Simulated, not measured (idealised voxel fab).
process module | voxel air gaps
cross-section cut | 215 nm wide | cells 5 nm
A cross-section is a grid of square cells, given in bands from the top down. A band is one or more rows of cells.
Each band's line starts with the height of the band's top and of its bottom, in nm. Then come its materials from left to right, each with its width in nm. One material with "throughout" fills the band from edge to edge. "air" is empty space.
Height 0 is the level under which the wafer as received is all one material. The lowest band goes on downwards, as in "0 down".
A width such as "30 to 40" changes by the same amount from each row of cells to the next, from the band's top row to its bottom row.
"no change" after a step means that no cell of the cross-section changed.
closed voids: empty space of 8 cells or more with no open way to the top, each as width x height at its distance from the left edge, in nm
after a step's settings: what the simulator itself notes on the step
overlay nm, on a step with a mask: how far to the right of its planned place the mask lay; to the left if negative
plan
1 op RECEIVE | material Si
2 op CONFORMAL_DEP | material SiO2 | thk nm 10
3 op CONFORMAL_DEP | material SiN | thk nm 5
4 op DIRECTIONAL_DEP | material SiO2 | thk nm 35
5 op DIRECTIONAL_DEP | material aC | thk nm 10
6 op PATTERN | tone open | mask id LINES | material resist | width nm 25 | pitch nm 55 | thk nm 25 | overlay nm 0
7 op DIRECTIONAL_ETCH | etch materials aC | depth nm 10
8 op STRIP | etch materials resist
9 op DIRECTIONAL_ETCH | etch materials SiO2 | depth nm 35
10 op STRIP | etch materials aC
11 op CONFORMAL_DEP | material TiN | thk nm 5
12 op FILL_DEP | material Cu | thk nm 5
13 op CMP | height nm 50
14 op EPI | material Ru | thk nm 10
15 op SELECTIVE_ETCH | etch materials SiO2 | depth nm 45
16 op CONFORMAL_DEP | material SiCN | thk nm 5
first wafer, as planned
as received, after step 1
  0 down: Si throughout
  closed voids: none
after step 2
  10 to 0: SiO2 throughout
  below 0: unchanged
after step 3
  15 to 10: SiN throughout
  below 10: unchanged
after step 4
  50 to 15: SiO2 throughout
  below 15: unchanged
after step 5
  60 to 50: aC throughout
  below 50: unchanged
after step 6
  85 to 60: resist 40 | air 25 | resist 30 | air 25 | resist 30 | air 25 | resist 40
  below 60: unchanged
after step 7
  75 to 60: resist 40 | air 25 | resist 30 | air 25 | resist 30 | air 25 | resist 40
  60 to 50: aC 40 | air 25 | aC 30 | air 25 | aC 30 | air 25 | aC 40
  below 50: unchanged
after step 8
  60 to 50: aC 40 | air 25 | aC 30 | air 25 | aC 30 | air 25 | aC 40
  below 50: unchanged
after step 9
  60 to 50: aC 40 | air 25 | aC 30 | air 25 | aC 30 | air 25 | aC 40
  50 to 15: SiO2 40 | air 25 | SiO2 30 | air 25 | SiO2 30 | air 25 | SiO2 40
  below 15: unchanged
after step 10
  50 to 15: SiO2 40 | air 25 | SiO2 30 | air 25 | SiO2 30 | air 25 | SiO2 40
  below 15: unchanged
after step 11
  55 to 50: TiN 45 | air 15 | TiN 40 | air 15 | TiN 40 | air 15 | TiN 45
  50 to 20: SiO2 40 | TiN 5 | air 15 | TiN 5 | SiO2 30 | TiN 5 | air 15 | TiN 5 | SiO2 30 | TiN 5 | air 15 | TiN 5 | SiO2 40
  20 to 15: SiO2 40 | TiN 25 | SiO2 30 | TiN 25 | SiO2 30 | TiN 25 | SiO2 40
  below 15: unchanged
after step 12
  60 to 55: Cu throughout
  55 to 50: TiN 45 | Cu 15 | TiN 40 | Cu 15 | TiN 40 | Cu 15 | TiN 45
  50 to 20: SiO2 40 | TiN 5 | Cu 15 | TiN 5 | SiO2 30 | TiN 5 | Cu 15 | TiN 5 | SiO2 30 | TiN 5 | Cu 15 | TiN 5 | SiO2 40
  below 20: unchanged
after step 13
  50 to 20: SiO2 40 | TiN 5 | Cu 15 | TiN 5 | SiO2 30 | TiN 5 | Cu 15 | TiN 5 | SiO2 30 | TiN 5 | Cu 15 | TiN 5 | SiO2 40
  below 20: unchanged
after step 14
  60 to 50: air 30 | Ru 45 | air 10 | Ru 45 | air 10 | Ru 45 | air 30
  below 50: unchanged
after step 15
  60 to 50: air 30 | Ru 45 | air 10 | Ru 45 | air 10 | Ru 45 | air 30
  50 to 20: air 40 | TiN 5 | Cu 15 | TiN 5 | air 30 | TiN 5 | Cu 15 | TiN 5 | air 30 | TiN 5 | Cu 15 | TiN 5 | air 40
  20 to 15: air 40 | TiN 25 | air 30 | TiN 25 | air 30 | TiN 25 | air 40
  below 15: unchanged
after step 16
  65 to 60: air 25 | SiCN 165 | air 25
  60 to 50: air 25 | SiCN 5 | Ru 45 | SiCN 10 | Ru 45 | SiCN 10 | Ru 45 | SiCN 5 | air 25
  50 to 45: air 25 | SiCN 15 | TiN 5 | Cu 15 | TiN 5 | SiCN 30 | TiN 5 | Cu 15 | TiN 5 | SiCN 30 | TiN 5 | Cu 15 | TiN 5 | SiCN 15 | air 25
  45 to 20: air 35 | SiCN 5 | TiN 5 | Cu 15 | TiN 5 | SiCN 5 | air 20 | SiCN 5 | TiN 5 | Cu 15 | TiN 5 | SiCN 5 | air 20 | SiCN 5 | TiN 5 | Cu 15 | TiN 5 | SiCN 5 | air 35
  20 to 15: SiCN 40 | TiN 25 | SiCN 30 | TiN 25 | SiCN 30 | TiN 25 | SiCN 40
  below 15: unchanged
  closed voids: 20 x 25 at 70; 20 x 25 at 125
second wafer: like start, like plan, one mistake. Through step 1 it matches the first wafer
when step 2 should have ended
  5 to 0: SiO2 throughout
  below 0: unchanged
when step 3 should have ended
  10 to 5: SiN throughout
  below 5: unchanged
when step 4 should have ended
  45 to 10: SiO2 throughout
  below 10: unchanged
when step 5 should have ended
  55 to 45: aC throughout
  below 45: unchanged
when step 6 should have ended
  80 to 55: resist 40 | air 25 | resist 30 | air 25 | resist 30 | air 25 | resist 40
  below 55: unchanged
when step 7 should have ended
  70 to 55: resist 40 | air 25 | resist 30 | air 25 | resist 30 | air 25 | resist 40
  55 to 45: aC 40 | air 25 | aC 30 | air 25 | aC 30 | air 25 | aC 40
  below 45: unchanged
when step 8 should have ended
  55 to 45: aC 40 | air 25 | aC 30 | air 25 | aC 30 | air 25 | aC 40
  below 45: unchanged
when step 9 should have ended
  55 to 45: aC 40 | air 25 | aC 30 | air 25 | aC 30 | air 25 | aC 40
  45 to 10: SiO2 40 | air 25 | SiO2 30 | air 25 | SiO2 30 | air 25 | SiO2 40
  below 10: unchanged
when step 10 should have ended
  45 to 10: SiO2 40 | air 25 | SiO2 30 | air 25 | SiO2 30 | air 25 | SiO2 40
  below 10: unchanged
when step 11 should have ended
  50 to 45: TiN 45 | air 15 | TiN 40 | air 15 | TiN 40 | air 15 | TiN 45
  45 to 15: SiO2 40 | TiN 5 | air 15 | TiN 5 | SiO2 30 | TiN 5 | air 15 | TiN 5 | SiO2 30 | TiN 5 | air 15 | TiN 5 | SiO2 40
  15 to 10: SiO2 40 | TiN 25 | SiO2 30 | TiN 25 | SiO2 30 | TiN 25 | SiO2 40
  below 10: unchanged
when step 12 should have ended
  55 to 50: Cu throughout
  50 to 45: TiN 45 | Cu 15 | TiN 40 | Cu 15 | TiN 40 | Cu 15 | TiN 45
  45 to 15: SiO2 40 | TiN 5 | Cu 15 | TiN 5 | SiO2 30 | TiN 5 | Cu 15 | TiN 5 | SiO2 30 | TiN 5 | Cu 15 | TiN 5 | SiO2 40
  below 15: unchanged
when step 13 should have ended
  50 to 45: TiN 45 | Cu 15 | TiN 40 | Cu 15 | TiN 40 | Cu 15 | TiN 45
  below 45: unchanged
when step 14 should have ended
  60 to 50: Ru throughout
  below 50: unchanged
when step 15 should have ended: no change
when step 16 should have ended
  65 to 60: SiCN throughout
  below 60: unchanged
what went wrong: step 2 ran as: op CONFORMAL_DEP | material SiO2 | thk nm 5
at the end the second wafer has, in cells: 9 more of Cu | 32 more of Ru | 78 fewer of SiCN | 153 more of SiO2 | 34 more of TiN
closed voids at the end (first wafer, second wafer): 2, 0
